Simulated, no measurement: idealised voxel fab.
The process module presented herein is designated voxel transistor to metal.
Shown is cross-section cut, with a width of 300 nm and square cells of size 5 nm.
A cross-section is written here as square cells arranged in a grid, and it is given in bands from the top down, each band taking up one or more rows of cells. Each band's line starts with the height of the band's top and of its bottom, in nm. Then come its materials from left to right, each with its width in nm. One material with "all across" fills the band from edge to edge. "air" is empty space. Heads up on the height convention: 0 is the point under which the incoming wafer is all one material, and the lowest band has no bottom, it just keeps going down, like "top 0, no bottom". A two-number width, for instance "30->40", indicates that the width is equal to the first number in the top row of the band and to the second number in the bottom row, and that it changes by a constant amount per row of cells. "same as before", as given for a step, is the statement that not any cell of the cross-section underwent a change during that step. Listed in "Trapped cavities": every empty space of 8 or more cells without an open way to the top. Form: width x height at distance, the distance being from the left edge, all in nm. after a step's settings: what the simulator itself notes on the step. Each step line may optionally specify "overlay nm", which for a step with a mask gives the rightward distance between the mask's planned place and where it lay, a negative value indicating the leftward direction.

## Planned step list for the process
| 1 | RECEIVE with material Si |
| 2 | OXIDIZE with depth nm 5 |
| 3 | CONFORMAL_DEP with material SiN, thk nm 10 |
| 4 | DIRECTIONAL_DEP with material aC, thk nm 15 |
| 5 | PATTERN with tone cover, mask id ACTIVE, material resist, width nm 105, pitch nm 135, thk nm 35, overlay nm 0 |
| 6 | DIRECTIONAL_ETCH with etch materials aC, depth nm 15 |
| 7 | STRIP with etch materials resist |
| 8 | DIRECTIONAL_ETCH with etch materials SiN, depth nm 10 |
| 9 | DIRECTIONAL_ETCH with etch materials SiO2, depth nm 5 |
| 10 | DIRECTIONAL_ETCH with etch materials Si, depth nm 30 |
| 11 | STRIP with etch materials aC |
| 12 | FILL_DEP with material SiO2, thk nm 15 |
| 13 | CMP with height nm 10 |
| 14 | SELECTIVE_ETCH with etch materials SiO2, depth nm 10 |
| 15 | STRIP with etch materials SiN |
| 16 | SELECTIVE_ETCH with etch materials SiO2, depth nm 5 |
| 17 | OXIDIZE with depth nm 5 |
| 18 | DIRECTIONAL_DEP with material polySi, thk nm 25 |
| 19 | DIRECTIONAL_DEP with material SiCN, thk nm 15 |
| 20 | MASKED_ETCH with tone cover, mask id GATE, width nm 25, pitch nm 135, etch materials SiCN, depth nm 25, overlay nm 0 |
| 21 | MASKED_ETCH with tone cover, mask id GATE, width nm 25, pitch nm 135, etch materials polySi, depth nm 35, overlay nm 0 |
| 22 | CONFORMAL_DEP with material SiN, thk nm 5 |
| 23 | DIRECTIONAL_ETCH with etch materials SiN, depth nm 5 |
| 24 | DIRECTIONAL_ETCH with etch materials SiO2, depth nm 5 |
| 25 | DIRECTIONAL_ETCH with etch materials Si, depth nm 15 |
| 26 | EPI with material SiGe, thk nm 15 |
| 27 | FILL_DEP with material SiO2, thk nm 10 |
| 28 | CMP with height nm 20 |
| 29 | STRIP with etch materials polySi |
| 30 | SELECTIVE_ETCH with etch materials SiO2, depth nm 5 |
| 31 | CONFORMAL_DEP with material HfO2, thk nm 5 |
| 32 | CONFORMAL_DEP with material TiN, thk nm 5 |
| 33 | FILL_DEP with material W, thk nm 5 |
| 34 | CMP with height nm 15 |
| 35 | DIRECTIONAL_DEP with material SiO2, thk nm 10 |
| 36 | DIRECTIONAL_DEP with material aC, thk nm 10 |
| 37 | PATTERN with tone open, mask id CONTACT, material resist, width nm 15, thk nm 25, overlay nm 0 |
| 38 | DIRECTIONAL_ETCH with etch materials aC, depth nm 10 |
| 39 | STRIP with etch materials resist |
| 40 | DIRECTIONAL_ETCH with etch materials SiO2, depth nm 35 |
| 41 | STRIP with etch materials aC |
| 42 | CONFORMAL_DEP with material TiN, thk nm 5 |
| 43 | FILL_DEP with material W, thk nm 10 |
| 44 | CMP with height nm 25 |
| 45 | CONFORMAL_DEP with material SiN, thk nm 5 |
| 46 | DIRECTIONAL_DEP with material lowk, thk nm 20 |
| 47 | MASKED_ETCH with tone open, mask id METAL_1, width nm 15, etch materials lowk, depth nm 20, overlay nm 0 |
| 48 | MASKED_ETCH with tone open, mask id METAL_1, width nm 15, etch materials SiN, depth nm 5, overlay nm 0 |
| 49 | CONFORMAL_DEP with material TiN, thk nm 5 |
| 50 | FILL_DEP with material W, thk nm 5 |
| 51 | CMP with height nm 50 |
| 52 | CONFORMAL_DEP with material SiCN, thk nm 5 |
| 53 | DIRECTIONAL_DEP with material lowk, thk nm 30 |
| 54 | PATTERN with tone open, mask id METAL_2, material resist, width nm 15, pitch nm 135, thk nm 20, overlay nm 0 |
| 55 | DIRECTIONAL_ETCH with etch materials lowk, depth nm 20 |
| 56 | STRIP with etch materials resist |
| 57 | PATTERN with tone open, mask id METAL_2_HOLES, material resist, width nm 15, pitch nm 135, thk nm 20, overlay nm 0 |
| 58 | DIRECTIONAL_ETCH with etch materials lowk, depth nm 10 |
| 59 | DIRECTIONAL_ETCH with etch materials SiCN, depth nm 5 |
| 60 | STRIP with etch materials resist |
| 61 | CONFORMAL_DEP with material TiN, thk nm 5 |
| 62 | FILL_DEP with material Ru, thk nm 5 |
| 63 | CMP with height nm 85 |
| 64 | CONFORMAL_DEP with material SiCN, thk nm 5 |

## So this is the incoming wafer in cross-section - it's already been through step 1
- top 0, no bottom  Si all across
- Trapped cavities: none

## The first of two wafers, cross-sectioned at the end of the module, with the run proceeding as planned
- top 90, bottom 85  SiCN all across
- top 85, bottom 55  35 nm lowk / 5 nm TiN / 5 nm Ru / 5 nm TiN / 120 nm lowk / 5 nm TiN / 5 nm Ru / 5 nm TiN / 115 nm lowk
- top 55, bottom 50  35 nm SiCN / 15 nm TiN / 120 nm SiCN / 15 nm TiN / 115 nm SiCN
- top 50, bottom 30  35 nm lowk / 5 nm TiN / 5 nm W / 5 nm TiN / 65 nm lowk / 5 nm TiN / 5 nm W / 5 nm TiN / 40 nm lowk / 5 nm TiN / 5 nm W / 5 nm TiN / 65 nm lowk / 5 nm TiN / 5 nm W / 5 nm TiN / 35 nm lowk
- top 30, bottom 25  35 nm SiN / 15 nm TiN / 65 nm SiN / 15 nm TiN / 40 nm SiN / 15 nm TiN / 65 nm SiN / 15 nm TiN / 35 nm SiN
- top 25, bottom 15  35 nm SiO2 / 5 nm TiN / 5 nm W / 5 nm TiN / 65 nm SiO2 / 5 nm TiN / 5 nm W / 5 nm TiN / 40 nm SiO2 / 5 nm TiN / 5 nm W / 5 nm TiN / 65 nm SiO2 / 5 nm TiN / 5 nm W / 5 nm TiN / 35 nm SiO2
- top 15, bottom 5  35 nm SiO2 / 5 nm TiN / 5 nm W / 5 nm TiN / 15 nm SiO2 / 5 nm SiN / 5 nm HfO2 / 5 nm TiN / 5 nm W / 5 nm TiN / 5 nm HfO2 / 5 nm SiN / 15 nm SiO2 / 5 nm TiN / 5 nm W / 5 nm TiN / 40 nm SiO2 / 5 nm TiN / 5 nm W / 5 nm TiN / 15 nm SiO2 / 5 nm SiN / 5 nm HfO2 / 5 nm TiN / 5 nm W / 5 nm TiN / 5 nm HfO2 / 5 nm SiN / 15 nm SiO2 / 5 nm TiN / 5 nm W / 5 nm TiN / 35 nm SiO2
- top 5, bottom 0  35 nm SiO2 / 5 nm TiN / 5 nm W / 5 nm TiN / 15 nm SiGe / 5 nm SiN / 5 nm HfO2 / 5 nm TiN / 5 nm W / 5 nm TiN / 5 nm HfO2 / 5 nm SiN / 15 nm SiGe / 5 nm TiN / 5 nm W / 5 nm TiN / 40 nm SiO2 / 5 nm TiN / 5 nm W / 5 nm TiN / 15 nm SiGe / 5 nm SiN / 5 nm HfO2 / 5 nm TiN / 5 nm W / 5 nm TiN / 5 nm HfO2 / 5 nm SiN / 15 nm SiGe / 5 nm TiN / 5 nm W / 5 nm TiN / 35 nm SiO2
- top 0, bottom -5  35 nm SiO2 / 5 nm TiN / 5 nm W / 5 nm TiN / 15 nm SiGe / 5 nm SiN / 5 nm HfO2 / 15 nm TiN / 5 nm HfO2 / 5 nm SiN / 15 nm SiGe / 5 nm TiN / 5 nm W / 5 nm TiN / 40 nm SiO2 / 5 nm TiN / 5 nm W / 5 nm TiN / 15 nm SiGe / 5 nm SiN / 5 nm HfO2 / 15 nm TiN / 5 nm HfO2 / 5 nm SiN / 15 nm SiGe / 5 nm TiN / 5 nm W / 5 nm TiN / 35 nm SiO2
- top -5, bottom -10  35 nm SiO2 / 15 nm TiN / 15 nm SiGe / 35 nm HfO2 / 15 nm SiGe / 15 nm TiN / 40 nm SiO2 / 15 nm TiN / 15 nm SiGe / 35 nm HfO2 / 15 nm SiGe / 15 nm TiN / 35 nm SiO2
- top -10, bottom -25  30 nm SiO2 / 35 nm SiGe / 35 nm Si / 35 nm SiGe / 30 nm SiO2 / 35 nm SiGe / 35 nm Si / 35 nm SiGe / 30 nm SiO2
- top -25, bottom -35  30 nm SiO2 / 105 nm Si / 30 nm SiO2 / 105 nm Si / 30 nm SiO2
- top -35, no bottom  Si all across
- Trapped cavities: none

## What the second wafer looks like in cross-section once the module is done. Its start and its plan matched the first wafer's exactly; what differed was one mistake in how it was run
- top 90, bottom 85  SiCN all across
- top 85, bottom 55  35 nm lowk / 5 nm TiN / 5 nm Ru / 5 nm TiN / 120 nm lowk / 5 nm TiN / 5 nm Ru / 5 nm TiN / 115 nm lowk
- top 55, bottom 50  35 nm SiCN / 15 nm TiN / 120 nm SiCN / 15 nm TiN / 115 nm SiCN
- top 50, bottom 30  35 nm lowk / 5 nm TiN / 5 nm W / 5 nm TiN / 65 nm lowk / 5 nm TiN / 5 nm W / 5 nm TiN / 40 nm lowk / 5 nm TiN / 5 nm W / 5 nm TiN / 65 nm lowk / 5 nm TiN / 5 nm W / 5 nm TiN / 35 nm lowk
- top 30, bottom 25  35 nm SiN / 15 nm TiN / 65 nm SiN / 15 nm TiN / 40 nm SiN / 15 nm TiN / 65 nm SiN / 15 nm TiN / 35 nm SiN
- top 25, bottom 15  35 nm SiO2 / 5 nm TiN / 5 nm W / 5 nm TiN / 65 nm SiO2 / 5 nm TiN / 5 nm W / 5 nm TiN / 40 nm SiO2 / 5 nm TiN / 5 nm W / 5 nm TiN / 65 nm SiO2 / 5 nm TiN / 5 nm W / 5 nm TiN / 35 nm SiO2
- top 15, bottom 5  35 nm SiO2 / 5 nm TiN / 5 nm W / 5 nm TiN / 15 nm SiO2 / 5 nm SiN / 5 nm HfO2 / 5 nm TiN / 5 nm W / 5 nm TiN / 5 nm HfO2 / 5 nm SiN / 15 nm SiO2 / 5 nm TiN / 5 nm W / 5 nm TiN / 40 nm SiO2 / 5 nm TiN / 5 nm W / 5 nm TiN / 15 nm SiO2 / 5 nm SiN / 5 nm HfO2 / 5 nm TiN / 5 nm W / 5 nm TiN / 5 nm HfO2 / 5 nm SiN / 15 nm SiO2 / 5 nm TiN / 5 nm W / 5 nm TiN / 35 nm SiO2
- top 5, bottom 0  35 nm SiO2 / 5 nm TiN / 5 nm W / 5 nm TiN / 15 nm SiGe / 5 nm SiN / 5 nm HfO2 / 5 nm TiN / 5 nm W / 5 nm TiN / 5 nm HfO2 / 5 nm SiN / 15 nm SiGe / 5 nm TiN / 5 nm W / 5 nm TiN / 40 nm SiO2 / 5 nm TiN / 5 nm W / 5 nm TiN / 15 nm SiGe / 5 nm SiN / 5 nm HfO2 / 5 nm TiN / 5 nm W / 5 nm TiN / 5 nm HfO2 / 5 nm SiN / 15 nm SiGe / 5 nm TiN / 5 nm W / 5 nm TiN / 35 nm SiO2
- top 0, bottom -5  35 nm SiO2 / 5 nm TiN / 5 nm W / 5 nm TiN / 15 nm SiGe / 5 nm SiN / 5 nm HfO2 / 15 nm TiN / 5 nm HfO2 / 5 nm SiN / 15 nm SiGe / 5 nm TiN / 5 nm W / 5 nm TiN / 40 nm SiO2 / 5 nm TiN / 5 nm W / 5 nm TiN / 15 nm SiGe / 5 nm SiN / 5 nm HfO2 / 15 nm TiN / 5 nm HfO2 / 5 nm SiN / 15 nm SiGe / 5 nm TiN / 5 nm W / 5 nm TiN / 35 nm SiO2
- top -5, bottom -10  35 nm SiO2 / 15 nm TiN / 15 nm SiGe / 35 nm HfO2 / 15 nm SiGe / 15 nm TiN / 40 nm SiO2 / 15 nm TiN / 15 nm SiGe / 35 nm HfO2 / 15 nm SiGe / 15 nm TiN / 35 nm SiO2
- top -10, bottom -25  35 nm SiO2 / 30 nm SiGe / 35 nm Si / 35 nm SiGe / 35 nm SiO2 / 30 nm SiGe / 35 nm Si / 35 nm SiGe / 30 nm SiO2
- top -25, bottom -35  35 nm SiO2 / 100 nm Si / 35 nm SiO2 / 100 nm Si / 30 nm SiO2
- top -35, no bottom  Si all across
- Trapped cavities: none
Finding, execution versus plan: it should be noted that step 5 was executed with settings other than those planned, the operation and settings actually applied being PATTERN with tone cover, mask id ACTIVE, material resist, width nm 100, pitch nm 135, thk nm 35, overlay nm 0
Wrapping up, a cell-based count of both wafers puts the second over or under the first for these materials: 4 fewer of Si | 6 fewer of SiGe | 10 more of SiO2
